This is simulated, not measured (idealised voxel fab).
Process module, titled voxel gate over fins
The cross-section on display is named cut; it measures 280 nm wide, and its cells are 5 nm squares.
When this document writes out a cross-section, it uses a grid of square cells and lists it as bands, beginning at the top and moving down, with a band standing for one or more rows of cells. Quick guide to a band line: top height, bottom height (nm) up front; then every material left to right with its width in nm. Only one material and it's marked "everywhere"? Then it fills the band edge to edge. And "blank" just means empty space. Beneath 0, the wafer as received is one material, and that level is where height counting begins. The lowest band goes on downward without a bottom; it is written like "0 down". So if you see something like "30 to 40" for the width, read it as the top row of the band sitting at the first number and the bottom row at the second, with every row in between moving by the same amount as the last. Where the words "all unchanged" appear for a step, the cross-section shows no cell changed by that step; every cell remained as before. Any empty space of 8 cells or more lacking an open way to the top shows up in "Catalogued sealed voids" as width x height at distance, distance from the left edge, in nm. Note: text after step settings on the step line = simulator remark on that step. On any step carrying a mask, the "overlay nm" setting, if present on the step's line, tells how far right of its planned place the mask lay; negative values point to the left.
## Steps in the process plan
1 RECEIVE,material Si
2 CONFORMAL_DEP,material SiN,thk nm 10
3 PATTERN,tone cover,mask id FINS,material resist,width nm 15,pitch nm 40,thk nm 20,overlay nm 0
4 DIRECTIONAL_ETCH,etch materials SiN,depth nm 10
5 DIRECTIONAL_ETCH,etch materials Si,depth nm 40
6 STRIP,etch materials resist
7 FILL_DEP,material SiO2,thk nm 15
8 CMP,height nm 10
9 SELECTIVE_ETCH,etch materials SiO2,depth nm 20
10 STRIP,etch materials SiN
11 CONFORMAL_DEP,material HfO2,thk nm 5
12 CONFORMAL_DEP,material TiN,thk nm 5
13 FILL_DEP,material W,thk nm 10
14 CMP,height nm 15
15 CONFORMAL_DEP,material SiCN,thk nm 5
The value of thk nm given for step 15 in the plan refers to the first wafer; the wafers vary in this setting and are alike at the start.
## After step 1, as received: first of several wafers, cross-section
- 0 down | Si everywhere
- Catalogued sealed voids: none
## End of module: cross-section of the first of several wafers after step 15, the last step
- 20 to 15 | SiCN everywhere
- 15 to 10 | W everywhere
- 10 to 5 | 100 of W, 35 of TiN, 5 of W, 35 of TiN, 105 of W
- 5 to 0 | 100 of W, 5 of TiN, 25 of HfO2, 5 of TiN, 5 of W, 5 of TiN, 25 of HfO2, 5 of TiN, 105 of W
- 0 to -5 | 105 of TiN, 5 of HfO2, 15 of Si, 5 of HfO2, 15 of TiN, 5 of HfO2, 15 of Si, 5 of HfO2, 110 of TiN
- -5 to -10 | 110 of HfO2, 15 of Si, 25 of HfO2, 15 of Si, 115 of HfO2
- -10 to -40 | 110 of SiO2, 15 of Si, 25 of SiO2, 15 of Si, 115 of SiO2
- -40 down | Si everywhere
- Catalogued sealed voids: none
## Of the several wafers, the last: cross-section at the end of the module
- 40 to 15 | SiCN everywhere
- 15 to 10 | W everywhere
- 10 to 5 | 100 of W, 35 of TiN, 5 of W, 35 of TiN, 105 of W
- 5 to 0 | 100 of W, 5 of TiN, 25 of HfO2, 5 of TiN, 5 of W, 5 of TiN, 25 of HfO2, 5 of TiN, 105 of W
- 0 to -5 | 105 of TiN, 5 of HfO2, 15 of Si, 5 of HfO2, 15 of TiN, 5 of HfO2, 15 of Si, 5 of HfO2, 110 of TiN
- -5 to -10 | 110 of HfO2, 15 of Si, 25 of HfO2, 15 of Si, 115 of HfO2
- -10 to -40 | 110 of SiO2, 15 of Si, 25 of SiO2, 15 of Si, 115 of SiO2
- -40 down | Si everywhere
- Catalogued sealed voids: none
## Basically each wafer gets a line in the table, showing it at the end of the module: material by material, the cells it gained (+) or lost (-) since we got it, then its closed voids
thk nm 5 | +64 HfO2 | -400 Si | +56 SiCN | +300 SiO2 | +64 TiN | +140 W | Catalogued sealed voids: none
thk nm 10 | +64 HfO2 | -400 Si | +112 SiCN | +300 SiO2 | +64 TiN | +140 W | Catalogued sealed voids: none
thk nm 15 | +64 HfO2 | -400 Si | +168 SiCN | +300 SiO2 | +64 TiN | +140 W | Catalogued sealed voids: none
thk nm 20 | +64 HfO2 | -400 Si | +224 SiCN | +300 SiO2 | +64 TiN | +140 W | Catalogued sealed voids: none
thk nm 25 | +64 HfO2 | -400 Si | +280 SiCN | +300 SiO2 | +64 TiN | +140 W | Catalogued sealed voids: none
